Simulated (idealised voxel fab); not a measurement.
The following process module bears the name voxel transistor to metal.
We display cut, a cross-section 145 nm in width whose square cells are each 5 nm.
In this document a cross-section is written as a grid of square cells. It is given as a series of bands, listed from the top down, and a band is one or more rows of cells. Band: top height; bottom height; in nm. Then, left to right: material with width in nm, for each material. "edge to edge": a single material spanning edge to edge. "empty": empty space. Note: height 0 marks the level under which the wafer is uniformly one material as received. Lowest band unbounded below, written "top 0, no bottom". Read "30 to 40" as a graded width: first number on top, second number at the bottom, same change between each pair of neighbouring rows. Reading "nothing altered" for a step: not a cell of the cross-section changed in it. If an empty space has no open way to the top and is at least 8 cells in size, "Sealed cavities" lists it, written width x height at distance, where distance is measured from the left edge and every value is in nm. Step line, after settings: the simulator's comment on this step. For masked steps, "overlay nm" on the step line gives how far right of plan the mask actually lay; a minus sign means it lay to the left.
Here's what the planned process steps look like
1,RECEIVE (material Si)
2,CONFORMAL_DEP (material SiO2; thk nm 5)
3,CONFORMAL_DEP (material SiN; thk nm 10)
4,MASKED_ETCH (tone cover; mask id ACTIVE; width nm 95; etch materials SiN; depth nm 10; overlay nm 0)
5,MASKED_ETCH (tone cover; mask id ACTIVE; width nm 95; etch materials SiO2; depth nm 5; overlay nm 0)
6,MASKED_ETCH (tone cover; mask id ACTIVE; width nm 95; etch materials Si; depth nm 35; overlay nm 0)
7,OXIDIZE (depth nm 5)
8,FILL_DEP (material SiO2; thk nm 15)
9,CMP (height nm 15)
10,SELECTIVE_ETCH (etch materials SiO2; depth nm 10)
11,STRIP (etch materials SiN)
12,SELECTIVE_ETCH (etch materials SiO2; depth nm 5)
13,OXIDIZE (depth nm 5)
14,DIRECTIONAL_DEP (material polySi; thk nm 30)
15,DIRECTIONAL_DEP (material SiCN; thk nm 10)
16,MASKED_ETCH (tone cover; mask id GATE; width nm 25; etch materials SiCN; depth nm 20; overlay nm 0)
17,MASKED_ETCH (tone cover; mask id GATE; width nm 25; etch materials polySi; depth nm 40; overlay nm 0)
18,CONFORMAL_DEP (material SiN; thk nm 5)
19,DIRECTIONAL_ETCH (etch materials SiN; depth nm 5)
20,DIRECTIONAL_ETCH (etch materials SiO2; depth nm 5)
21,EPI (material SiGe; thk nm 5)
22,FILL_DEP (material SiO2; thk nm 5)
23,CMP (height nm 40)
24,DIRECTIONAL_DEP (material SiO2; thk nm 10)
25,PATTERN (tone open; mask id CONTACT; material resist; width nm 15; pitch nm 70; thk nm 20; overlay nm 0)
26,DIRECTIONAL_ETCH (etch materials SiO2; depth nm 50)
27,STRIP (etch materials resist)
28,CONFORMAL_DEP (material TiN; thk nm 5)
29,FILL_DEP (material W; thk nm 10)
30,CMP (height nm 50)
31,CONFORMAL_DEP (material SiCN; thk nm 5)
32,DIRECTIONAL_DEP (material lowk; thk nm 25)
33,DIRECTIONAL_DEP (material aC; thk nm 15)
34,PATTERN (tone open; mask id METAL_1; material resist; width nm 15; pitch nm 70; thk nm 30; overlay nm 0)
35,DIRECTIONAL_ETCH (etch materials aC; depth nm 15)
36,STRIP (etch materials resist)
37,DIRECTIONAL_ETCH (etch materials lowk; depth nm 25)
38,DIRECTIONAL_ETCH (etch materials SiCN; depth nm 5)
39,STRIP (etch materials aC)
40,CONFORMAL_DEP (material TiN; thk nm 5)
41,FILL_DEP (material Ru; thk nm 10)
42,CMP (height nm 80)
43,CONFORMAL_DEP (material SiCN; thk nm 5)
44,DIRECTIONAL_DEP (material lowk; thk nm 35)
45,PATTERN (tone open; mask id METAL_2; material resist; width nm 15; pitch nm 70; thk nm 15; overlay nm 0)
46,DIRECTIONAL_ETCH (etch materials lowk; depth nm 20)
47,STRIP (etch materials resist)
48,MASKED_ETCH (tone open; mask id METAL_2_HOLES; width nm 15; pitch nm 70; etch materials lowk; depth nm 15; overlay nm 0)
49,MASKED_ETCH (tone open; mask id METAL_2_HOLES; width nm 15; pitch nm 70; etch materials SiCN; depth nm 5; overlay nm 0)
50,CONFORMAL_DEP (material TiN; thk nm 5)
51,FILL_DEP (material Ru; thk nm 10)
52,CMP (height nm 120)
53,CONFORMAL_DEP (material SiN; thk nm 5)
Delivered wafer in cross-section: state after step 1
top 0, no bottom: Si edge to edge
Sealed cavities: none
First of two wafers: cross-section at end of module, run per plan
top 125, bottom 120: SiN edge to edge
top 120, bottom 85: 30 of lowk | 5 of TiN | 5 of Ru | 5 of TiN | 55 of lowk | 5 of TiN | 5 of Ru | 5 of TiN | 30 of lowk
top 85, bottom 80: 30 of SiCN | 15 of TiN | 55 of SiCN | 15 of TiN | 30 of SiCN
top 80, bottom 55: 30 of lowk | 5 of TiN | 5 of Ru | 5 of TiN | 55 of lowk | 5 of TiN | 5 of Ru | 5 of TiN | 30 of lowk
top 55, bottom 50: 30 of SiCN | 15 of TiN | 55 of SiCN | 15 of TiN | 30 of SiCN
top 50, bottom 40: 30 of SiO2 | 5 of TiN | 5 of W | 5 of TiN | 55 of SiO2 | 5 of TiN | 5 of W | 5 of TiN | 30 of SiO2
top 40, bottom 30: 30 of SiO2 | 5 of TiN | 5 of W | 5 of TiN | 10 of SiO2 | 5 of SiN | 25 of SiCN | 5 of SiN | 10 of SiO2 | 5 of TiN | 5 of W | 5 of TiN | 30 of SiO2
top 30, bottom 5: 30 of SiO2 | 5 of TiN | 5 of W | 5 of TiN | 10 of SiO2 | 5 of SiN | 25 of polySi | 5 of SiN | 10 of SiO2 | 5 of TiN | 5 of W | 5 of TiN | 30 of SiO2
top 5, bottom 0: 30 of SiO2 | 15 of TiN | 10 of SiO2 | 5 of SiN | 25 of polySi | 5 of SiN | 10 of SiO2 | 15 of TiN | 30 of SiO2
top 0, bottom -5: 25 of SiO2 | 30 of SiGe | 35 of SiO2 | 30 of SiGe | 25 of SiO2
top -5, bottom -40: 30 of SiO2 | 85 of Si | 30 of SiO2
top -40, no bottom: Si edge to edge
Sealed cavities: none
Wafer two, end of module, cross-section. Same start, same plan as wafer one. One mistake in the run
top 125, bottom 120: SiN edge to edge
top 120, bottom 115: 30 of SiCN | 15 of TiN | 55 of SiCN | 15 of TiN | 30 of SiCN
top 115, bottom 80: lowk edge to edge
top 80, bottom 55: 30 of lowk | 5 of TiN | 5 of Ru | 5 of TiN | 55 of lowk | 5 of TiN | 5 of Ru | 5 of TiN | 30 of lowk
top 55, bottom 50: 30 of SiCN | 15 of TiN | 55 of SiCN | 15 of TiN | 30 of SiCN
top 50, bottom 40: 30 of SiO2 | 5 of TiN | 5 of W | 5 of TiN | 55 of SiO2 | 5 of TiN | 5 of W | 5 of TiN | 30 of SiO2
top 40, bottom 30: 30 of SiO2 | 5 of TiN | 5 of W | 5 of TiN | 10 of SiO2 | 5 of SiN | 25 of SiCN | 5 of SiN | 10 of SiO2 | 5 of TiN | 5 of W | 5 of TiN | 30 of SiO2
top 30, bottom 5: 30 of SiO2 | 5 of TiN | 5 of W | 5 of TiN | 10 of SiO2 | 5 of SiN | 25 of polySi | 5 of SiN | 10 of SiO2 | 5 of TiN | 5 of W | 5 of TiN | 30 of SiO2
top 5, bottom 0: 30 of SiO2 | 15 of TiN | 10 of SiO2 | 5 of SiN | 25 of polySi | 5 of SiN | 10 of SiO2 | 15 of TiN | 30 of SiO2
top 0, bottom -5: 25 of SiO2 | 30 of SiGe | 35 of SiO2 | 30 of SiGe | 25 of SiO2
top -5, bottom -40: 30 of SiO2 | 85 of Si | 30 of SiO2
top -40, no bottom: Si edge to edge
Sealed cavities: none
Run error: the run placed steps 43 and 44 each in the position the plan gave to the other
Looking at both finished wafers in cells, the second ends up ahead of or behind the first on some materials: -14 Ru; -28 TiN; +42 lowk
